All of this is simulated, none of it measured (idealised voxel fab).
process module | voxel quadruple lines
cross-section cut | 245 nm wide | cells 5 nm
A cross-section is a grid of square cells, given in bands from the top down. A band is one or more rows of cells.
Each band's line starts with the height of the band's top and of its bottom, in nm. Then come its materials from left to right, each with its width in nm. One material with "throughout" fills the band from edge to edge. "air" is empty space.
Height 0 is the level under which the wafer as received is all one material. The lowest band goes on downwards, as in "0 down".
A width such as "30 to 40" changes by the same amount from each row of cells to the next, from the band's top row to its bottom row.
"no change" after a step means that no cell of the cross-section changed.
closed voids: empty space of 8 cells or more with no open way to the top, each as width x height at its distance from the left edge, in nm
after a step's settings: what the simulator itself notes on the step
overlay nm, on a step with a mask: how far to the right of its planned place the mask lay; to the left if negative
plan
1 op RECEIVE | material Si
2 op CONFORMAL_DEP | material Al2O3 | thk nm 5
3 op DIRECTIONAL_DEP | material Ru | thk nm 10
4 op DIRECTIONAL_DEP | material polySi | thk nm 15
5 op DIRECTIONAL_DEP | material aC | thk nm 25
6 op PATTERN | tone cover | mask id MANDREL | material resist | width nm 35 | pitch nm 100 | thk nm 30 | overlay nm 0
7 op DIRECTIONAL_ETCH | etch materials aC | depth nm 25
8 op STRIP | etch materials resist
9 op CONFORMAL_DEP | material SiO2 | thk nm 15
10 op DIRECTIONAL_ETCH | etch materials SiO2 | depth nm 15
11 op STRIP | etch materials aC
12 op DIRECTIONAL_ETCH | etch materials polySi | depth nm 15
13 op STRIP | etch materials SiO2
14 op CONFORMAL_DEP | material SiN | thk nm 10
15 op DIRECTIONAL_ETCH | etch materials SiN | depth nm 10
16 op STRIP | etch materials polySi
17 op DIRECTIONAL_ETCH | etch materials Ru | depth nm 10
18 op STRIP | etch materials SiN
19 op FILL_DEP | material SiO2 | thk nm 5
20 op CMP | height nm 15
as received, after step 1
  0 down: Si throughout
  closed voids: none
a wafer at the end: this start, this plan, one mistake
  15 to 5: SiO2 20 | Ru 10 | SiO2 15 | Ru 10 | SiO2 15 | Ru 10 | SiO2 15 | Ru 10 | SiO2 15 | Ru 10 | SiO2 15 | Ru 10 | SiO2 15 | Ru 10 | SiO2 15 | Ru 10 | SiO2 40
  5 to 0: Al2O3 throughout
  0 down: Si throughout
  closed voids: none
what went wrong: step 6 ran as: op PATTERN | tone cover | mask id MANDREL | material resist | width nm 35 | pitch nm 100 | thk nm 30 | overlay nm -10
